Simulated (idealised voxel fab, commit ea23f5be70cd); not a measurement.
process module | voxel wiring stack
cross-section cut | 275 nm wide | cells 5 nm
A cross-section is a grid of square cells, given in bands from the top down. A band is one or more rows of cells.
Each band's line starts with the height of the band's top and of its bottom, in nm. Then come its materials from left to right, each with its width in nm. One material with "throughout" fills the band from edge to edge. "air" is empty space.
Height 0 is the level under which the wafer as received is all one material. The lowest band goes on downwards, as in "0 down".
A width such as "30 to 40" changes by the same amount from each row of cells to the next, from the band's top row to its bottom row.
"no change" after a step means that no cell of the cross-section changed.
closed voids: empty space of 8 cells or more with no open way to the top, each as width x height at its distance from the left edge, in nm
after a step's settings: what the simulator itself notes on the step
overlay nm, on a step with a mask: how far to the right of its planned place the mask lay; to the left if negative
plan
1 op RECEIVE | material Si
2 op CONFORMAL_DEP | material SiO2 | thk nm 15
3 op DIRECTIONAL_DEP | material TiN | thk nm 5
4 op DIRECTIONAL_DEP | material Ru | thk nm 20
5 op PATTERN | tone cover | mask id METAL_1 | material resist | width nm 30 | pitch nm 50 | thk nm 20 | overlay nm 0
6 op DIRECTIONAL_ETCH | etch materials Ru | depth nm 20
7 op DIRECTIONAL_ETCH | etch materials TiN | depth nm 5
8 op STRIP | etch materials resist
9 op CONFORMAL_DEP | material SiN | thk nm 5
10 op FILL_DEP | material SiO2 | thk nm 5
11 op CMP | height nm 40
12 op CONFORMAL_DEP | material SiCN | thk nm 5
13 op DIRECTIONAL_DEP | material SiO2 | thk nm 15
14 op MASKED_ETCH | tone open | mask id PLUG_1 | width nm 15 | etch materials SiO2 | depth nm 15 | overlay nm 0
15 op MASKED_ETCH | tone open | mask id PLUG_1 | width nm 15 | etch materials SiCN | depth nm 5 | overlay nm 0
16 op EPI | material Ru | thk nm 10
17 op EPI | material Ru | thk nm 10
18 op DIRECTIONAL_DEP | material TiN | thk nm 5
19 op DIRECTIONAL_DEP | material Ru | thk nm 25
20 op MASKED_ETCH | tone cover | mask id METAL_2 | width nm 30 | pitch nm 50 | etch materials Ru | depth nm 25 | overlay nm 0
21 op MASKED_ETCH | tone cover | mask id METAL_2 | width nm 30 | pitch nm 50 | etch materials TiN | depth nm 5 | overlay nm 0
22 op FILL_DEP | material lowk | thk nm 5
23 op CMP | height nm 90
24 op CONFORMAL_DEP | material SiCN | thk nm 5
25 op DIRECTIONAL_DEP | material SiO2 | thk nm 20
26 op MASKED_ETCH | tone open | mask id PLUG_2 | width nm 15 | etch materials SiO2 | depth nm 20 | overlay nm 0
27 op MASKED_ETCH | tone open | mask id PLUG_2 | width nm 15 | etch materials SiCN | depth nm 5 | overlay nm 0
28 op EPI | material Ru | thk nm 10
29 op EPI | material Ru | thk nm 10
30 op EPI | material Ru | thk nm 5
31 op DIRECTIONAL_DEP | material TiN | thk nm 5
32 op DIRECTIONAL_DEP | material W | thk nm 20
33 op DIRECTIONAL_DEP | material aC | thk nm 10
34 op PATTERN | tone cover | mask id METAL_3 | material resist | width nm 30 | pitch nm 50 | thk nm 30 | overlay nm 0
35 op DIRECTIONAL_ETCH | etch materials aC | depth nm 10
36 op STRIP | etch materials resist
37 op DIRECTIONAL_ETCH | etch materials W | depth nm 20
38 op DIRECTIONAL_ETCH | etch materials TiN | depth nm 5
39 op STRIP | etch materials aC
40 op FILL_DEP | material lowk | thk nm 5
41 op CMP | height nm 140
42 op CONFORMAL_DEP | material SiCN | thk nm 5
first wafer, as planned
as received, after step 1
  0 down: Si throughout
  closed voids: none
after step 2
  15 to 0: SiO2 throughout
  below 0: unchanged
after step 3
  20 to 15: TiN throughout
  below 15: unchanged
after step 4
  40 to 20: Ru throughout
  below 20: unchanged
after step 5
  60 to 40: air 95 | resist 30 | air 20 | resist 30 | air 100
  below 40: unchanged
after step 6
  60 to 40: air 95 | resist 30 | air 20 | resist 30 | air 100
  40 to 20: air 95 | Ru 30 | air 20 | Ru 30 | air 100
  below 20: unchanged
after step 7
  60 to 40: air 95 | resist 30 | air 20 | resist 30 | air 100
  40 to 20: air 95 | Ru 30 | air 20 | Ru 30 | air 100
  20 to 15: air 95 | TiN 30 | air 20 | TiN 30 | air 100
  below 15: unchanged
after step 8
  40 to 20: air 95 | Ru 30 | air 20 | Ru 30 | air 100
  below 20: unchanged
after step 9
  45 to 40: air 90 | SiN 40 | air 10 | SiN 40 | air 95
  40 to 20: air 90 | SiN 5 | Ru 30 | SiN 5 | air 10 | SiN 5 | Ru 30 | SiN 5 | air 95
  20 to 15: SiN 95 | TiN 30 | SiN 20 | TiN 30 | SiN 100
  below 15: unchanged
after step 10
  50 to 45: SiO2 throughout
  45 to 40: SiO2 90 | SiN 40 | SiO2 10 | SiN 40 | SiO2 95
  40 to 20: SiO2 90 | SiN 5 | Ru 30 | SiN 5 | SiO2 10 | SiN 5 | Ru 30 | SiN 5 | SiO2 95
  below 20: unchanged
after step 11
  40 to 20: SiO2 90 | SiN 5 | Ru 30 | SiN 5 | SiO2 10 | SiN 5 | Ru 30 | SiN 5 | SiO2 95
  below 20: unchanged
after step 12
  45 to 40: SiCN throughout
  below 40: unchanged
after step 13
  60 to 45: SiO2 throughout
  below 45: unchanged
after step 14
  60 to 45: SiO2 95 | air 15 | SiO2 165
  below 45: unchanged
after step 15
  60 to 45: SiO2 95 | air 15 | SiO2 165
  45 to 40: SiCN 95 | air 15 | SiCN 165
  below 40: unchanged
after step 16
  60 to 50: SiO2 95 | air 15 | SiO2 165
  50 to 45: SiO2 95 | Ru 15 | SiO2 165
  45 to 40: SiCN 95 | Ru 15 | SiCN 165
  below 40: unchanged
after step 17
  60 to 45: SiO2 95 | Ru 15 | SiO2 165
  below 45: unchanged
after step 18
  65 to 60: TiN throughout
  below 60: unchanged
after step 19
  90 to 65: Ru throughout
  below 65: unchanged
after step 20
  90 to 65: air 95 | Ru 30 | air 20 | Ru 30 | air 100
  below 65: unchanged
after step 21
  90 to 65: air 95 | Ru 30 | air 20 | Ru 30 | air 100
  65 to 60: air 95 | TiN 30 | air 20 | TiN 30 | air 100
  below 60: unchanged
after step 22
  95 to 90: lowk throughout
  90 to 65: lowk 95 | Ru 30 | lowk 20 | Ru 30 | lowk 100
  65 to 60: lowk 95 | TiN 30 | lowk 20 | TiN 30 | lowk 100
  below 60: unchanged
after step 23
  90 to 65: lowk 95 | Ru 30 | lowk 20 | Ru 30 | lowk 100
  below 65: unchanged
after step 24
  95 to 90: SiCN throughout
  below 90: unchanged
after step 25
  115 to 95: SiO2 throughout
  below 95: unchanged
after step 26
  115 to 95: SiO2 95 | air 15 | SiO2 165
  below 95: unchanged
after step 27
  115 to 95: SiO2 95 | air 15 | SiO2 165
  95 to 90: SiCN 95 | air 15 | SiCN 165
  below 90: unchanged
after step 28
  115 to 100: SiO2 95 | air 15 | SiO2 165
  100 to 95: SiO2 95 | Ru 15 | SiO2 165
  95 to 90: SiCN 95 | Ru 15 | SiCN 165
  below 90: unchanged
after step 29
  115 to 110: SiO2 95 | air 15 | SiO2 165
  110 to 95: SiO2 95 | Ru 15 | SiO2 165
  below 95: unchanged
after step 30
  115 to 95: SiO2 95 | Ru 15 | SiO2 165
  below 95: unchanged
after step 31
  120 to 115: TiN throughout
  below 115: unchanged
after step 32
  140 to 120: W throughout
  below 120: unchanged
after step 33
  150 to 140: aC throughout
  below 140: unchanged
after step 34
  180 to 150: air 95 | resist 30 | air 20 | resist 30 | air 100
  below 150: unchanged
after step 35
  170 to 150: air 95 | resist 30 | air 20 | resist 30 | air 100
  150 to 140: air 95 | aC 30 | air 20 | aC 30 | air 100
  below 140: unchanged
after step 36
  150 to 140: air 95 | aC 30 | air 20 | aC 30 | air 100
  below 140: unchanged
after step 37
  150 to 140: air 95 | aC 30 | air 20 | aC 30 | air 100
  140 to 120: air 95 | W 30 | air 20 | W 30 | air 100
  below 120: unchanged
after step 38
  150 to 140: air 95 | aC 30 | air 20 | aC 30 | air 100
  140 to 120: air 95 | W 30 | air 20 | W 30 | air 100
  120 to 115: air 95 | TiN 30 | air 20 | TiN 30 | air 100
  below 115: unchanged
after step 39
  140 to 120: air 95 | W 30 | air 20 | W 30 | air 100
  below 120: unchanged
after step 40
  145 to 140: lowk throughout
  140 to 120: lowk 95 | W 30 | lowk 20 | W 30 | lowk 100
  120 to 115: lowk 95 | TiN 30 | lowk 20 | TiN 30 | lowk 100
  below 115: unchanged
after step 41
  140 to 120: lowk 95 | W 30 | lowk 20 | W 30 | lowk 100
  below 120: unchanged
after step 42
  145 to 140: SiCN throughout
  below 140: unchanged
second wafer: like start, like plan, one mistake. Through step 15 it matches the first wafer
when step 17 should have ended
  70 to 60: air 85 | Ru 35 | air 155
  60 to 45: SiO2 95 | Ru 15 | SiO2 165
  45 to 40: SiCN 95 | Ru 15 | SiCN 165
  below 40: unchanged
when step 18 should have ended
  75 to 70: air 85 | TiN 35 | air 155
  70 to 65: air 85 | Ru 35 | air 155
  65 to 60: TiN 85 | Ru 35 | TiN 155
  below 60: unchanged
when step 19 should have ended
  100 to 90: air 85 | Ru 35 | air 155
  90 to 75: Ru throughout
  75 to 70: Ru 85 | TiN 35 | Ru 155
  70 to 65: Ru throughout
  below 65: unchanged
when step 20 should have ended
  100 to 90: air 95 | Ru 25 | air 155
  90 to 75: air 95 | Ru 30 | air 20 | Ru 30 | air 100
  75 to 70: air 85 | TiN 35 | Ru 5 | air 20 | Ru 30 | air 100
  70 to 65: air 85 | Ru 40 | air 20 | Ru 30 | air 100
  below 65: unchanged
when step 21 should have ended
  100 to 90: air 95 | Ru 25 | air 155
  90 to 75: air 95 | Ru 30 | air 20 | Ru 30 | air 100
  75 to 70: air 95 | TiN 25 | Ru 5 | air 20 | Ru 30 | air 100
  70 to 65: air 85 | Ru 40 | air 20 | Ru 30 | air 100
  65 to 60: air 85 | Ru 35 | TiN 5 | air 20 | TiN 30 | air 100
  below 60: unchanged
when step 22 should have ended
  105 to 100: lowk throughout
  100 to 90: lowk 95 | Ru 25 | lowk 155
  90 to 75: lowk 95 | Ru 30 | lowk 20 | Ru 30 | lowk 100
  75 to 70: lowk 95 | TiN 25 | Ru 5 | lowk 20 | Ru 30 | lowk 100
  70 to 65: lowk 85 | Ru 40 | lowk 20 | Ru 30 | lowk 100
  65 to 60: lowk 85 | Ru 35 | TiN 5 | lowk 20 | TiN 30 | lowk 100
  below 60: unchanged
when step 23 should have ended
  90 to 75: lowk 95 | Ru 30 | lowk 20 | Ru 30 | lowk 100
  below 75: unchanged
when step 24 should have ended
  95 to 90: SiCN throughout
  below 90: unchanged
when step 25 should have ended
  115 to 95: SiO2 throughout
  below 95: unchanged
when step 26 should have ended
  115 to 95: SiO2 95 | air 15 | SiO2 165
  below 95: unchanged
when step 27 should have ended
  115 to 95: SiO2 95 | air 15 | SiO2 165
  95 to 90: SiCN 95 | air 15 | SiCN 165
  below 90: unchanged
when step 28 should have ended
  115 to 100: SiO2 95 | air 15 | SiO2 165
  100 to 95: SiO2 95 | Ru 15 | SiO2 165
  95 to 90: SiCN 95 | Ru 15 | SiCN 165
  below 90: unchanged
when step 29 should have ended
  115 to 110: SiO2 95 | air 15 | SiO2 165
  110 to 95: SiO2 95 | Ru 15 | SiO2 165
  below 95: unchanged
when step 30 should have ended
  115 to 95: SiO2 95 | Ru 15 | SiO2 165
  below 95: unchanged
when step 31 should have ended
  120 to 115: TiN throughout
  below 115: unchanged
when step 32 should have ended
  140 to 120: W throughout
  below 120: unchanged
when step 33 should have ended
  150 to 140: aC throughout
  below 140: unchanged
when step 34 should have ended
  180 to 150: air 95 | resist 30 | air 20 | resist 30 | air 100
  below 150: unchanged
when step 35 should have ended
  170 to 150: air 95 | resist 30 | air 20 | resist 30 | air 100
  150 to 140: air 95 | aC 30 | air 20 | aC 30 | air 100
  below 140: unchanged
when step 36 should have ended
  150 to 140: air 95 | aC 30 | air 20 | aC 30 | air 100
  below 140: unchanged
when step 37 should have ended
  150 to 140: air 95 | aC 30 | air 20 | aC 30 | air 100
  140 to 120: air 95 | W 30 | air 20 | W 30 | air 100
  below 120: unchanged
when step 38 should have ended
  150 to 140: air 95 | aC 30 | air 20 | aC 30 | air 100
  140 to 120: air 95 | W 30 | air 20 | W 30 | air 100
  120 to 115: air 95 | TiN 30 | air 20 | TiN 30 | air 100
  below 115: unchanged
when step 39 should have ended
  140 to 120: air 95 | W 30 | air 20 | W 30 | air 100
  below 120: unchanged
when step 40 should have ended
  145 to 140: lowk throughout
  140 to 120: lowk 95 | W 30 | lowk 20 | W 30 | lowk 100
  120 to 115: lowk 95 | TiN 30 | lowk 20 | TiN 30 | lowk 100
  below 115: unchanged
when step 41 should have ended
  140 to 120: lowk 95 | W 30 | lowk 20 | W 30 | lowk 100
  below 120: unchanged
when step 42 should have ended
  145 to 140: SiCN throughout
  below 140: unchanged
what went wrong: one of the steps 16 and 17, which are alike, was run twice
at the end the second wafer has, in cells: 4 more of Ru | 4 fewer of lowk
